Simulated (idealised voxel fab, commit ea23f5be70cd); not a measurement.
This is a process module. Its name is voxel transistor to metal.
Section shown: cut. Width: 150 nm. Cell size: 5 nm, square.
Cross-sections here: square-cell grids, written as top-down lists of bands, a band being one or more rows of cells.
This entry defines a band. It first specifies the height of the band's top and the height of its bottom in nm, and then specifies the band's materials from left to right, stating each material with its width in nm. The word "everywhere" identifies a single material that fills the band from edge to edge, while the word "empty" identifies empty space.
Heads up on the height convention: 0 is the point under which the incoming wafer is all one material, and the lowest band has no bottom, it just keeps going down, like "0 and below".
The two numbers in a width such as "30..40" mark its ends across the band: the first belongs to the top row of cells, the second to the bottom row, and from each row to the next the width moves by the same amount.
Step note "same as before" = no cross-section cell changed.
What "Fully sealed voids" gives you is every empty space of 8 cells or more that is cut off from the top. Each appears as width x height at distance, with the distance taken from the left edge and width, height and distance all in nm.
What comes after the settings on a step's line is commentary from the simulator itself on that step.
For masked steps, "overlay nm" on the step line gives how far right of plan the mask actually lay; a minus sign means it lay to the left.
**Below is the list of planned process steps**
step 1: RECEIVE with material Si
step 2: OXIDIZE with depth nm 5
step 3: CONFORMAL_DEP with material SiN, thk nm 15
step 4: MASKED_ETCH with tone cover, mask id ACTIVE, width nm 105, etch materials SiN, depth nm 15, overlay nm 0
step 5: MASKED_ETCH with tone cover, mask id ACTIVE, width nm 105, etch materials SiO2, depth nm 5, overlay nm 0
step 6: MASKED_ETCH with tone cover, mask id ACTIVE, width nm 105, etch materials Si, depth nm 35, overlay nm 0
step 7: FILL_DEP with material SiO2, thk nm 15
step 8: CMP with height nm 15
step 9: SELECTIVE_ETCH with etch materials SiO2, depth nm 15
step 10: STRIP with etch materials SiN
step 11: SELECTIVE_ETCH with etch materials SiO2, depth nm 5
step 12: OXIDIZE with depth nm 5
step 13: DIRECTIONAL_DEP with material polySi, thk nm 25
step 14: DIRECTIONAL_DEP with material SiCN, thk nm 15
step 15: DIRECTIONAL_DEP with material aC, thk nm 10
step 16: PATTERN with tone cover, mask id GATE, material resist, width nm 25, thk nm 30, overlay nm 0
step 17: DIRECTIONAL_ETCH with etch materials aC, depth nm 10
step 18: STRIP with etch materials resist
step 19: DIRECTIONAL_ETCH with etch materials SiCN, depth nm 25
step 20: DIRECTIONAL_ETCH with etch materials polySi, depth nm 35
step 21: STRIP with etch materials aC
step 22: CONFORMAL_DEP with material SiN, thk nm 5
step 23: DIRECTIONAL_ETCH with etch materials SiN, depth nm 5
step 24: DIRECTIONAL_ETCH with etch materials SiO2, depth nm 5
step 25: DIRECTIONAL_ETCH with etch materials Si, depth nm 5
step 26: EPI with material SiGe, thk nm 5
step 27: FILL_DEP with material SiO2, thk nm 10
step 28: CMP with height nm 20
step 29: STRIP with etch materials polySi
step 30: SELECTIVE_ETCH with etch materials SiO2, depth nm 5
step 31: CONFORMAL_DEP with material HfO2, thk nm 5
step 32: CONFORMAL_DEP with material TiN, thk nm 5
step 33: FILL_DEP with material W, thk nm 5
step 34: CMP with height nm 15
step 35: DIRECTIONAL_DEP with material SiO2, thk nm 10
step 36: MASKED_ETCH with tone open, mask id CONTACT, width nm 15, pitch nm 80, etch materials SiO2, depth nm 35, overlay nm 0
step 37: CONFORMAL_DEP with material TiN, thk nm 5
step 38: FILL_DEP with material W, thk nm 10
step 39: CMP with height nm 25
step 40: DIRECTIONAL_DEP with material TiN, thk nm 5
step 41: DIRECTIONAL_DEP with material W, thk nm 15
step 42: PATTERN with tone cover, mask id METAL_1, material resist, width nm 15, pitch nm 80, thk nm 20, overlay nm 0
step 43: DIRECTIONAL_ETCH with etch materials W, depth nm 15
step 44: DIRECTIONAL_ETCH with etch materials TiN, depth nm 5
step 45: STRIP with etch materials resist
step 46: FILL_DEP with material SiO2, thk nm 5
step 47: CMP with height nm 45
step 48: CONFORMAL_DEP with material SiN, thk nm 5
**Cross-section of the wafer as it came to us, i.e., already through step 1**
> 0 and below | Si everywhere
> Fully sealed voids: none
**a wafer at the end: this start, this plan, one mistake**
> 50 down to 45 | SiN everywhere
> 45 down to 30 | 25 nm SiO2  15 nm W  65 nm SiO2  15 nm W  30 nm SiO2
> 30 down to 25 | 25 nm SiO2  15 nm TiN  65 nm SiO2  15 nm TiN  30 nm SiO2
> 25 down to 20 | 20 nm W  5 nm TiN  15 nm SiO2  5 nm TiN  55 nm W  5 nm TiN  15 nm SiO2  5 nm TiN  25 nm W
> 20 down to 15 | 20 nm W  5 nm TiN  15 nm SiO2  5 nm TiN  5 nm W  45 nm TiN  5 nm W  5 nm TiN  15 nm SiO2  5 nm TiN  25 nm W
> 15 down to 0 | 20 nm W  5 nm TiN  15 nm SiO2  5 nm TiN  5 nm W  5 nm TiN  5 nm SiN  5 nm HfO2  5 nm TiN  5 nm W  5 nm TiN  5 nm HfO2  5 nm SiN  5 nm TiN  5 nm W  5 nm TiN  15 nm SiO2  5 nm TiN  25 nm W
> 0 down to -5 | 20 nm W  5 nm TiN  15 nm SiO2  15 nm TiN  5 nm SiN  5 nm HfO2  15 nm TiN  5 nm HfO2  5 nm SiN  15 nm TiN  15 nm SiO2  5 nm TiN  25 nm W
> -5 down to -10 | 25 nm TiN  15 nm SiO2  10 nm TiN  5 nm SiGe  35 nm HfO2  5 nm SiGe  10 nm TiN  15 nm SiO2  30 nm TiN
> -10 down to -15 | 20 nm SiO2  35 nm SiGe  35 nm Si  35 nm SiGe  25 nm SiO2
> -15 down to -40 | 20 nm SiO2  105 nm Si  25 nm SiO2
> -40 and below | Si everywhere
> Fully sealed voids: none
What broke from the plan during processing? the process deviated at step 36: the operation and settings actually run there were MASKED_ETCH with tone cover, mask id CONTACT, width nm 15, pitch nm 80, etch materials SiO2, depth nm 35, overlay nm 0
